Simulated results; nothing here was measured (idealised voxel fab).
process module | voxel self aligned vias
cross-section cut | 185 nm wide | cells 5 nm
A cross-section is a grid of square cells, given in bands from the top down. A band is one or more rows of cells.
Each band's line starts with the height of the band's top and of its bottom, in nm. Then come its materials from left to right, each with its width in nm. One material with "throughout" fills the band from edge to edge. "air" is empty space.
Height 0 is the level under which the wafer as received is all one material. The lowest band goes on downwards, as in "0 down".
A width such as "30 to 40" changes by the same amount from each row of cells to the next, from the band's top row to its bottom row.
"no change" after a step means that no cell of the cross-section changed.
closed voids: empty space of 8 cells or more with no open way to the top, each as width x height at its distance from the left edge, in nm
after a step's settings: what the simulator itself notes on the step
overlay nm, on a step with a mask: how far to the right of its planned place the mask lay; to the left if negative
plan
1 op RECEIVE | material Si
2 op CONFORMAL_DEP | material SiO2 | thk nm 15
3 op CONFORMAL_DEP | material SiCN | thk nm 5
4 op DIRECTIONAL_DEP | material SiO2 | thk nm 30
5 op DIRECTIONAL_DEP | material aC | thk nm 15
6 op PATTERN | tone open | mask id LINES | material resist | width nm 30 | pitch nm 70 | thk nm 30 | overlay nm 0
7 op DIRECTIONAL_ETCH | etch materials aC | depth nm 15
8 op STRIP | etch materials resist
9 op DIRECTIONAL_ETCH | etch materials SiO2 | depth nm 30
10 op STRIP | etch materials aC
11 op CONFORMAL_DEP | material TiN | thk nm 5
12 op FILL_DEP | material W | thk nm 10
13 op CMP | height nm 50
14 op SELECTIVE_ETCH | etch materials W Ru TiN | depth nm 5
15 op FILL_DEP | material SiN | thk nm 5
16 op CMP | height nm 50
17 op DIRECTIONAL_DEP | material SiO2 | thk nm 15
18 op MASKED_ETCH | tone open | mask id VIAS | width nm 40 | pitch nm 70 | etch materials SiO2 | depth nm 15 | overlay nm 0
19 op MASKED_ETCH | tone open | mask id VIAS | width nm 40 | pitch nm 70 | etch materials SiN | depth nm 5 | overlay nm 0
20 op CONFORMAL_DEP | material TiN | thk nm 5
21 op FILL_DEP | material W | thk nm 5
22 op CMP | height nm 65
23 op CONFORMAL_DEP | material SiCN | thk nm 5
as received, after step 1
  0 down: Si throughout
  closed voids: none
a wafer at the end: this start, this plan, one mistake
  70 to 65: SiCN throughout
  65 to 55: SiO2 35 | TiN 5 | W 30 | TiN 5 | SiO2 30 | TiN 5 | W 30 | TiN 5 | SiO2 40
  55 to 50: SiO2 35 | TiN 40 | SiO2 30 | TiN 40 | SiO2 40
  50 to 45: SiN 35 | TiN 5 | SiO2 30 | TiN 5 | SiN 30 | TiN 5 | SiO2 30 | TiN 5 | SiN 40
  45 to 25: W 35 | TiN 5 | SiO2 30 | TiN 5 | W 30 | TiN 5 | SiO2 30 | TiN 5 | W 40
  25 to 20: TiN 40 | SiO2 30 | TiN 40 | SiO2 30 | TiN 45
  20 to 15: SiCN throughout
  15 to 0: SiO2 throughout
  0 down: Si throughout
  closed voids: none
what went wrong: step 6 ran as: op PATTERN | tone cover | mask id LINES | material resist | width nm 30 | pitch nm 70 | thk nm 30 | overlay nm 0
